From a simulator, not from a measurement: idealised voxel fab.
The following process module bears the name voxel tone inversion.
The width of the displayed cross-section, cut, is 295 nm; its cells are square, with a size of 5 nm.
How to read a cross-section here: the picture is a grid of square cells, written as bands going from the top down, and any band can span one or more rows of cells. Each band's line starts with the height of the band's top and of its bottom, in nm. Then come its materials from left to right, each with its width in nm. One material with "everywhere" fills the band from edge to edge. "empty" is empty space. Heights from 0 (as-received wafer is one material below). Bottom band endless downward, as "0 down". Top row gets the first number, bottom row gets the second, and each row in between changes by the same step: that is how a band width like "30->40" works. Step marked "nothing was modified"? Then no cell in the cross-section changed in it. You'll see "Encapsulated voids" listing empty spaces that have no way open to the top, as long as they're 8 cells or more; the notation is width x height at distance, where the distance is from the left edge, and all of it is in nm. Anything after a step's settings on that line? It's the simulator's own note about the step. What "overlay nm" on a step's line means: if the step has a mask, that mask lay this far to the right of its planned place, or, when the value is negative, to the left.

## Steps planned for the process
1) RECEIVE | material Si
2) CONFORMAL_DEP | material SiCN | thk nm 5
3) DIRECTIONAL_DEP | material aC | thk nm 25
4) PATTERN | tone cover | mask id POSTS | material resist | width nm 15 | pitch nm 45 | thk nm 35 | overlay nm 0
5) DIRECTIONAL_ETCH | etch materials aC | depth nm 25
6) STRIP | etch materials resist
7) FILL_DEP | material SiO2 | thk nm 5
8) CMP | height nm 30
9) STRIP | etch materials aC

## Cross-section of the incoming wafer, state after step 1
	0 down: Si everywhere
	Encapsulated voids: none

## The plan above was carried out on the starting structure above with one mistake, and this cross-section shows the wafer at the end of the module
	30 to 0: SiCN everywhere
	0 down: Si everywhere
	Encapsulated voids: none
It is concluded that the wafer was processed incorrectly with respect to the plan, in that step 3 did not happen as planned, as run it was DIRECTIONAL_DEP | material SiCN | thk nm 25
